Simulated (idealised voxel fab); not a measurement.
process module | voxel released beams
cross-section cut | 245 nm wide | cells 5 nm
A cross-section is a grid of square cells, given in bands from the top down. A band is one or more rows of cells.
Each band's line starts with the height of the band's top and of its bottom, in nm. Then come its materials from left to right, each with its width in nm. One material with "throughout" fills the band from edge to edge. "air" is empty space.
Height 0 is the level under which the wafer as received is all one material. The lowest band goes on downwards, as in "0 down".
A width such as "30 to 40" changes by the same amount from each row of cells to the next, from the band's top row to its bottom row.
"no change" after a step means that no cell of the cross-section changed.
closed voids: empty space of 8 cells or more with no open way to the top, each as width x height at its distance from the left edge, in nm
after a step's settings: what the simulator itself notes on the step
overlay nm, on a step with a mask: how far to the right of its planned place the mask lay; to the left if negative
plan
1 op RECEIVE | material Si
2 op CONFORMAL_DEP | material Al2O3 | thk nm 10
3 op DIRECTIONAL_DEP | material SiO2 | thk nm 10
4 op DIRECTIONAL_DEP | material aC | thk nm 10
5 op PATTERN | tone open | mask id ANCHOR | material resist | width nm 35 | thk nm 25 | overlay nm 0
6 op DIRECTIONAL_ETCH | etch materials aC | depth nm 10
7 op STRIP | etch materials resist
8 op DIRECTIONAL_ETCH | etch materials SiO2 | depth nm 10
9 op STRIP | etch materials aC
10 op CONFORMAL_DEP | material W | thk nm 15
11 op DIRECTIONAL_DEP | material aC | thk nm 15
12 op PATTERN | tone cover | mask id BEAM | material resist | width nm 105 | thk nm 30 | overlay nm 0
13 op DIRECTIONAL_ETCH | etch materials aC | depth nm 15
14 op STRIP | etch materials resist
15 op DIRECTIONAL_ETCH | etch materials W | depth nm 15
16 op STRIP | etch materials aC
17 op STRIP | etch materials SiO2
first wafer, as planned
as received, after step 1
  0 down: Si throughout
  closed voids: none
after step 2
  10 to 0: Al2O3 throughout
  below 0: unchanged
after step 3
  20 to 10: SiO2 throughout
  below 10: unchanged
after step 4
  30 to 20: aC throughout
  below 20: unchanged
after step 5
  55 to 30: resist 70 | air 35 | resist 140
  below 30: unchanged
after step 6
  45 to 30: resist 70 | air 35 | resist 140
  30 to 20: aC 70 | air 35 | aC 140
  below 20: unchanged
after step 7
  30 to 20: aC 70 | air 35 | aC 140
  below 20: unchanged
after step 8
  30 to 20: aC 70 | air 35 | aC 140
  20 to 10: SiO2 70 | air 35 | SiO2 140
  below 10: unchanged
after step 9
  20 to 10: SiO2 70 | air 35 | SiO2 140
  below 10: unchanged
after step 10
  35 to 25: W 85 | air 5 | W 155
  25 to 20: W throughout
  20 to 10: SiO2 70 | W 35 | SiO2 140
  below 10: unchanged
after step 11
  50 to 40: aC 85 | air 5 | aC 155
  40 to 35: aC throughout
  35 to 25: W 85 | aC 5 | W 155
  below 25: unchanged
after step 12
  80 to 50: air 65 | resist 105 | air 75
  50 to 40: aC 85 | resist 5 | aC 155
  below 40: unchanged
after step 13
  65 to 50: air 65 | resist 105 | air 75
  50 to 40: air 65 | aC 20 | resist 5 | aC 80 | air 75
  40 to 35: air 65 | aC 105 | air 75
  below 35: unchanged
after step 14
  50 to 40: air 65 | aC 20 | air 5 | aC 80 | air 75
  below 40: unchanged
after step 15
  50 to 40: air 65 | aC 20 | air 5 | aC 80 | air 75
  40 to 35: air 65 | aC 105 | air 75
  35 to 25: air 65 | W 20 | aC 5 | W 80 | air 75
  25 to 20: air 65 | W 105 | air 75
  below 20: unchanged
after step 16
  35 to 25: air 65 | W 20 | air 5 | W 80 | air 75
  below 25: unchanged
after step 17
  35 to 25: air 65 | W 20 | air 5 | W 80 | air 75
  25 to 20: air 65 | W 105 | air 75
  20 to 10: air 70 | W 35 | air 140
  below 10: unchanged
second wafer: like start, like plan, one mistake. Through step 1 it matches the first wafer
when step 2 should have ended: no change
when step 3 should have ended
  10 to 0: SiO2 throughout
  below 0: unchanged
when step 4 should have ended
  20 to 10: aC throughout
  below 10: unchanged
when step 5 should have ended
  45 to 20: resist 70 | air 35 | resist 140
  below 20: unchanged
when step 6 should have ended
  35 to 20: resist 70 | air 35 | resist 140
  20 to 10: aC 70 | air 35 | aC 140
  below 10: unchanged
when step 7 should have ended
  20 to 10: aC 70 | air 35 | aC 140
  below 10: unchanged
when step 8 should have ended
  20 to 10: aC 70 | air 35 | aC 140
  10 to 0: SiO2 70 | air 35 | SiO2 140
  below 0: unchanged
when step 9 should have ended
  10 to 0: SiO2 70 | air 35 | SiO2 140
  below 0: unchanged
when step 10 should have ended
  25 to 15: W 85 | air 5 | W 155
  15 to 10: W throughout
  10 to 0: SiO2 70 | W 35 | SiO2 140
  below 0: unchanged
when step 11 should have ended
  40 to 30: aC 85 | air 5 | aC 155
  30 to 25: aC throughout
  25 to 15: W 85 | aC 5 | W 155
  below 15: unchanged
when step 12 should have ended
  70 to 40: air 65 | resist 105 | air 75
  40 to 30: aC 85 | resist 5 | aC 155
  below 30: unchanged
when step 13 should have ended
  55 to 40: air 65 | resist 105 | air 75
  40 to 30: air 65 | aC 20 | resist 5 | aC 80 | air 75
  30 to 25: air 65 | aC 105 | air 75
  below 25: unchanged
when step 14 should have ended
  40 to 30: air 65 | aC 20 | air 5 | aC 80 | air 75
  below 30: unchanged
when step 15 should have ended
  40 to 30: air 65 | aC 20 | air 5 | aC 80 | air 75
  30 to 25: air 65 | aC 105 | air 75
  25 to 15: air 65 | W 20 | aC 5 | W 80 | air 75
  15 to 10: air 65 | W 105 | air 75
  below 10: unchanged
when step 16 should have ended
  25 to 15: air 65 | W 20 | air 5 | W 80 | air 75
  below 15: unchanged
when step 17 should have ended
  25 to 15: air 65 | W 20 | air 5 | W 80 | air 75
  15 to 10: air 65 | W 105 | air 75
  10 to 0: air 70 | W 35 | air 140
  below 0: unchanged
what went wrong: step 2 was left out
at the end the second wafer has, in cells: 98 fewer of Al2O3
